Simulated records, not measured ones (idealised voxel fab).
The process module that follows is named voxel spacer lines.
165 nm wide, 5 nm square cells: that's cross-section cut.
In this document a cross-section is written as a grid of square cells. It is given as a series of bands, listed from the top down, and a band is one or more rows of cells.
Within each band entry, the heights of the top and of the bottom of the band appear first, in that order and in nm; the materials of the band then follow from left to right, each with its corresponding width in nm. The designation "everywhere" on a single material indicates that it fills the band from edge to edge; the designation "blank" indicates empty space.
The level at which height equals 0 is the one under which the wafer, as it arrives, is entirely one material. No lower edge exists for the bottom band, which continues downward and is notated as in "top 0, no bottom".
Per-row width for "30..40": begins at first number (top row of band), ends at second number (bottom row), increment between rows held constant.
Step marked "same as before"? Then no cell in the cross-section changed in it.
Empty spaces without an open route to the top, at least 8 cells in extent, make up the entry "Closed void roster"; each is given as width x height at distance, where the distance is measured from the left edge, and all are in nm.
Heads up: the bit after the settings on a step's line is the simulator's remark on that step.
The optional step-line setting "overlay nm" applies to steps with a mask and quantifies how far to the right of its planned location the mask lay, a negative value indicating leftward placement.

**Process steps - plan**
1) RECEIVE | material Si
2) CONFORMAL_DEP | material Al2O3 | thk nm 5
3) DIRECTIONAL_DEP | material polySi | thk nm 20
4) DIRECTIONAL_DEP | material aC | thk nm 30
5) PATTERN | tone cover | mask id MANDREL | material resist | width nm 20 | pitch nm 70 | thk nm 35 | overlay nm 0
6) DIRECTIONAL_ETCH | etch materials aC | depth nm 30
7) STRIP | etch materials resist
8) CONFORMAL_DEP | material SiO2 | thk nm 15
9) DIRECTIONAL_ETCH | etch materials SiO2 | depth nm 15
10) STRIP | etch materials aC
11) DIRECTIONAL_ETCH | etch materials polySi | depth nm 20
12) STRIP | etch materials SiO2

**The following pertains to the first of two wafers, which was processed as planned**

**Shown in cross-section is the wafer as received, that is, as it stands after step 1**
- top 0, no bottom = Si everywhere
- Closed void roster: none

**The wafer, seen in cross-section, after step 2**
- top 5, bottom 0 = Al2O3 everywhere
- Whatever lies below 0 is exactly as it was before.

**The wafer, seen in cross-section, after step 3**
- top 25, bottom 5 = polySi everywhere
- Whatever lies below 5 is exactly as it was before.

**The wafer, seen in cross-section, after step 4**
- top 55, bottom 25 = aC everywhere
- Whatever lies below 25 is exactly as it was before.

**The wafer, seen in cross-section, after step 5**
- top 90, bottom 55 = 35 blank; 20 resist; 50 blank; 20 resist; 40 blank
- Whatever lies below 55 is exactly as it was before.

**The wafer, seen in cross-section, after step 6**
- top 60, bottom 55 = 35 blank; 20 resist; 50 blank; 20 resist; 40 blank
- top 55, bottom 25 = 35 blank; 20 aC; 50 blank; 20 aC; 40 blank
- Whatever lies below 25 is exactly as it was before.

**The wafer, seen in cross-section, after step 7**
- top 55, bottom 25 = 35 blank; 20 aC; 50 blank; 20 aC; 40 blank
- Whatever lies below 25 is exactly as it was before.

**The wafer, seen in cross-section, after step 8**
- top 70, bottom 55 = 20 blank; 50 SiO2; 20 blank; 50 SiO2; 25 blank
- top 55, bottom 40 = 20 blank; 15 SiO2; 20 aC; 15 SiO2; 20 blank; 15 SiO2; 20 aC; 15 SiO2; 25 blank
- top 40, bottom 25 = 35 SiO2; 20 aC; 50 SiO2; 20 aC; 40 SiO2
- Whatever lies below 25 is exactly as it was before.

**The wafer, seen in cross-section, after step 9**
- top 55, bottom 25 = 20 blank; 15 SiO2; 20 aC; 15 SiO2; 20 blank; 15 SiO2; 20 aC; 15 SiO2; 25 blank
- Whatever lies below 25 is exactly as it was before.

**The wafer, seen in cross-section, after step 10**
- top 55, bottom 25 = 20 blank; 15 SiO2; 20 blank; 15 SiO2; 20 blank; 15 SiO2; 20 blank; 15 SiO2; 25 blank
- Whatever lies below 25 is exactly as it was before.

**The wafer, seen in cross-section, after step 11**
- top 55, bottom 25 = 20 blank; 15 SiO2; 20 blank; 15 SiO2; 20 blank; 15 SiO2; 20 blank; 15 SiO2; 25 blank
- top 25, bottom 5 = 20 blank; 15 polySi; 20 blank; 15 polySi; 20 blank; 15 polySi; 20 blank; 15 polySi; 25 blank
- Whatever lies below 5 is exactly as it was before.

**The wafer, seen in cross-section, after step 12**
- top 25, bottom 5 = 20 blank; 15 polySi; 20 blank; 15 polySi; 20 blank; 15 polySi; 20 blank; 15 polySi; 25 blank
- Whatever lies below 5 is exactly as it was before.

**Wafer two: like wafer one in start and plan, but with one mistake in execution; identical up to and including step 2**

**At the planned end of step 3, the second wafer in cross-section**
- top 45, bottom 5 = polySi everywhere
- Whatever lies below 5 is exactly as it was before.

**At the planned end of step 4, the second wafer in cross-section**
- top 75, bottom 45 = aC everywhere
- Whatever lies below 45 is exactly as it was before.

**At the planned end of step 5, the second wafer in cross-section**
- top 110, bottom 75 = 35 blank; 20 resist; 50 blank; 20 resist; 40 blank
- Whatever lies below 75 is exactly as it was before.

**At the planned end of step 6, the second wafer in cross-section**
- top 80, bottom 75 = 35 blank; 20 resist; 50 blank; 20 resist; 40 blank
- top 75, bottom 45 = 35 blank; 20 aC; 50 blank; 20 aC; 40 blank
- Whatever lies below 45 is exactly as it was before.

**At the planned end of step 7, the second wafer in cross-section**
- top 75, bottom 45 = 35 blank; 20 aC; 50 blank; 20 aC; 40 blank
- Whatever lies below 45 is exactly as it was before.

**At the planned end of step 8, the second wafer in cross-section**
- top 90, bottom 75 = 20 blank; 50 SiO2; 20 blank; 50 SiO2; 25 blank
- top 75, bottom 60 = 20 blank; 15 SiO2; 20 aC; 15 SiO2; 20 blank; 15 SiO2; 20 aC; 15 SiO2; 25 blank
- top 60, bottom 45 = 35 SiO2; 20 aC; 50 SiO2; 20 aC; 40 SiO2
- Whatever lies below 45 is exactly as it was before.

**At the planned end of step 9, the second wafer in cross-section**
- top 75, bottom 45 = 20 blank; 15 SiO2; 20 aC; 15 SiO2; 20 blank; 15 SiO2; 20 aC; 15 SiO2; 25 blank
- Whatever lies below 45 is exactly as it was before.

**At the planned end of step 10, the second wafer in cross-section**
- top 75, bottom 45 = 20 blank; 15 SiO2; 20 blank; 15 SiO2; 20 blank; 15 SiO2; 20 blank; 15 SiO2; 25 blank
- Whatever lies below 45 is exactly as it was before.

**At the planned end of step 11, the second wafer in cross-section**
- top 75, bottom 45 = 20 blank; 15 SiO2; 20 blank; 15 SiO2; 20 blank; 15 SiO2; 20 blank; 15 SiO2; 25 blank
- top 45, bottom 25 = 20 blank; 15 polySi; 20 blank; 15 polySi; 20 blank; 15 polySi; 20 blank; 15 polySi; 25 blank
- Whatever lies below 25 is exactly as it was before.

**At the planned end of step 12, the second wafer in cross-section**
- top 45, bottom 25 = 20 blank; 15 polySi; 20 blank; 15 polySi; 20 blank; 15 polySi; 20 blank; 15 polySi; 25 blank
- Whatever lies below 25 is exactly as it was before.
Where did the run depart from the plan? step 3 of the plan saw execution twice
Wafer comparison, final, in cells, second relative to first, materials more or fewer: 132 more of polySi
